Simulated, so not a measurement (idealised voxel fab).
Module name: voxel ribs on slabs (process module)
FYI the section here is cut, 275 nm wide, cells are 5 nm squares.
Each cross-section below is a grid of square cells, stated as bands in top-down order, with one or more rows of cells making up each band. The entry gives the band's vertical extent as a top height and a bottom height in nm, then its horizontal make-up as materials from left to right, each with a width in nm. "blank" stands for empty space; a single material marked "full width" fills the band edge to edge. Below 0: as-received wafer, all one material; heights counted from there. Lowest band: no bottom, goes on down, written "0..down". The notation "30 to 40" denotes a width that varies across the rows of cells in the band, beginning at the first number in the top row, finishing at the second number in the bottom row, and changing by an identical amount from each row to the next. "no change occurred" -> step changed no cross-section cell. This entry, "Enclosed cavities", enumerates those empty regions of no fewer than 8 cells that possess no open connection to the top. Each region is reported in the form width x height at distance, the distance being taken from the left edge, with all three quantities expressed in nm. On a step's line, text after the settings is the simulator commenting on that step. overlay nm: step with mask; distance mask lay right of planned place; negative value = left of planned place.
-- Process steps foreseen in the plan
1. RECEIVE | material Si
2. DIRECTIONAL_DEP | material SiO2 | thk nm 25
3. DIRECTIONAL_DEP | material SiN | thk nm 25
4. PATTERN | tone cover | mask id RIB | material resist | width nm 25 | thk nm 15 | overlay nm 0
5. DIRECTIONAL_ETCH | etch materials SiN | depth nm 20
6. STRIP | etch materials resist
7. MASKED_ETCH | tone cover | mask id SLAB | width nm 85 | etch materials SiN | depth nm 5 | overlay nm 0
8. FILL_DEP | material SiO2 | thk nm 25
9. CMP | height nm 70
10. DIRECTIONAL_DEP | material W | thk nm 5
11. MASKED_ETCH | tone cover | mask id HEATER | width nm 35 | etch materials W | depth nm 5 | overlay nm -15
12. CONFORMAL_DEP | material SiO2 | thk nm 10
Wafer-to-wafer difference: overlay nm, step 11. Common start. Plan = first wafer's value.
-- First wafer of several, as received: cross-section after step 1
- 0..down  Si full width
- Enclosed cavities: none
-- Rows = wafers. At module end, each row lists per material the cells gained (+) or lost (-) since the wafer was received, then the closed voids
overlay nm -15; +37 SiN; +847 SiO2; +7 W; Enclosed cavities: none
overlay nm -10; +37 SiN; +847 SiO2; +7 W; Enclosed cavities: none
overlay nm -5; +37 SiN; +847 SiO2; +7 W; Enclosed cavities: none
overlay nm 0; +37 SiN; +847 SiO2; +7 W; Enclosed cavities: none
overlay nm 5; +37 SiN; +847 SiO2; +7 W; Enclosed cavities: none
overlay nm 10; +37 SiN; +847 SiO2; +7 W; Enclosed cavities: none
overlay nm 15; +37 SiN; +847 SiO2; +7 W; Enclosed cavities: none
